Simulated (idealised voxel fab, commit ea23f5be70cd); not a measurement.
process module | voxel transistor to metal
cross-section cut | 215 nm wide | cells 5 nm
A cross-section is a grid of square cells, given in bands from the top down. A band is one or more rows of cells.
Each band's line starts with the height of the band's top and of its bottom, in nm. Then come its materials from left to right, each with its width in nm. One material with "throughout" fills the band from edge to edge. "air" is empty space.
Height 0 is the level under which the wafer as received is all one material. The lowest band goes on downwards, as in "0 down".
A width such as "30 to 40" changes by the same amount from each row of cells to the next, from the band's top row to its bottom row.
"no change" after a step means that no cell of the cross-section changed.
closed voids: empty space of 8 cells or more with no open way to the top, each as width x height at its distance from the left edge, in nm
after a step's settings: what the simulator itself notes on the step
overlay nm, on a step with a mask: how far to the right of its planned place the mask lay; to the left if negative
plan
1 op RECEIVE | material Si
2 op OXIDIZE | depth nm 5
3 op CONFORMAL_DEP | material SiN | thk nm 15
4 op DIRECTIONAL_DEP | material aC | thk nm 15
5 op PATTERN | tone cover | mask id ACTIVE | material resist | width nm 105 | thk nm 35 | overlay nm 0
6 op DIRECTIONAL_ETCH | etch materials aC | depth nm 15
7 op STRIP | etch materials resist
8 op DIRECTIONAL_ETCH | etch materials SiN | depth nm 15
9 op DIRECTIONAL_ETCH | etch materials SiO2 | depth nm 5
10 op DIRECTIONAL_ETCH | etch materials Si | depth nm 30
11 op STRIP | etch materials aC
12 op FILL_DEP | material SiO2 | thk nm 10
13 op CMP | height nm 15
14 op SELECTIVE_ETCH | etch materials SiO2 | depth nm 10
15 op STRIP | etch materials SiN
16 op SELECTIVE_ETCH | etch materials SiO2 | depth nm 5
17 op OXIDIZE | depth nm 5
18 op DIRECTIONAL_DEP | material polySi | thk nm 30
19 op DIRECTIONAL_DEP | material SiCN | thk nm 15
20 op DIRECTIONAL_DEP | material aC | thk nm 10
21 op PATTERN | tone cover | mask id GATE | material resist | width nm 25 | thk nm 25 | overlay nm 0
22 op DIRECTIONAL_ETCH | etch materials aC | depth nm 10
23 op STRIP | etch materials resist
24 op DIRECTIONAL_ETCH | etch materials SiCN | depth nm 25
25 op DIRECTIONAL_ETCH | etch materials polySi | depth nm 40
26 op STRIP | etch materials aC
27 op CONFORMAL_DEP | material SiN | thk nm 10
28 op DIRECTIONAL_ETCH | etch materials SiN | depth nm 10
29 op DIRECTIONAL_ETCH | etch materials SiO2 | depth nm 5
30 op DIRECTIONAL_ETCH | etch materials Si | depth nm 10
31 op EPI | material nSi | thk nm 10
32 op FILL_DEP | material SiO2 | thk nm 10
33 op CMP | height nm 40
34 op DIRECTIONAL_DEP | material SiO2 | thk nm 15
35 op PATTERN | tone open | mask id CONTACT | material resist | width nm 20 | pitch nm 75 | thk nm 15 | overlay nm 0
36 op DIRECTIONAL_ETCH | etch materials SiO2 | depth nm 65
37 op STRIP | etch materials resist
38 op CONFORMAL_DEP | material TiN | thk nm 5
39 op FILL_DEP | material Ru | thk nm 5
40 op CMP | height nm 55
41 op DIRECTIONAL_DEP | material TiN | thk nm 5
42 op DIRECTIONAL_DEP | material W | thk nm 25
43 op DIRECTIONAL_DEP | material aC | thk nm 15
44 op PATTERN | tone cover | mask id METAL_1 | material resist | width nm 20 | pitch nm 75 | thk nm 30 | overlay nm 0
45 op DIRECTIONAL_ETCH | etch materials aC | depth nm 15
46 op STRIP | etch materials resist
47 op DIRECTIONAL_ETCH | etch materials W | depth nm 25
48 op DIRECTIONAL_ETCH | etch materials TiN | depth nm 5
49 op STRIP | etch materials aC
50 op CONFORMAL_DEP | material SiCN | thk nm 5
51 op FILL_DEP | material SiO2 | thk nm 5
52 op CMP | height nm 85
53 op CONFORMAL_DEP | material SiN | thk nm 5
as received, after step 1
  0 down: Si throughout
  closed voids: none
a wafer at the end: this start, this plan, one mistake
  90 to 85: SiN throughout
  85 to 65: SiO2 55 | SiCN 5 | W 20 | SiCN 5 | SiO2 45 | SiCN 5 | W 20 | SiCN 5 | SiO2 55
  65 to 60: SiCN 60 | W 20 | SiCN 55 | W 20 | SiCN 60
  60 to 55: SiO2 throughout
  55 to 40: SiO2 60 | TiN 5 | Ru 10 | TiN 5 | SiO2 55 | TiN 5 | Ru 10 | TiN 5 | SiO2 60
  40 to 25: SiO2 60 | TiN 5 | Ru 10 | TiN 5 | SiO2 5 | SiN 10 | SiCN 25 | SiN 10 | SiO2 5 | TiN 5 | Ru 10 | TiN 5 | SiO2 60
  25 to 5: SiO2 60 | TiN 5 | Ru 10 | TiN 5 | SiO2 5 | SiN 10 | polySi 25 | SiN 10 | SiO2 5 | TiN 5 | Ru 10 | TiN 5 | SiO2 60
  5 to 0: SiO2 60 | TiN 20 | SiO2 5 | SiN 10 | polySi 25 | SiN 10 | SiO2 5 | TiN 20 | SiO2 60
  0 to -5: SiO2 50 | SiN 10 | nSi 10 | TiN 5 | nSi 10 | SiN 10 | polySi 25 | SiN 10 | nSi 10 | TiN 5 | nSi 10 | SiN 10 | SiO2 50
  -5 to -10: SiO2 60 | nSi 10 | TiN 5 | nSi 10 | SiO2 45 | nSi 10 | TiN 5 | nSi 10 | SiO2 60
  -10 to -20: SiO2 55 | Si 5 | nSi 25 | Si 45 | nSi 25 | Si 5 | SiO2 55
  -20 to -35: SiO2 55 | Si 105 | SiO2 55
  -35 down: Si throughout
  closed voids: none
what went wrong: step 41 ran as: op DIRECTIONAL_DEP | material SiO2 | thk nm 5
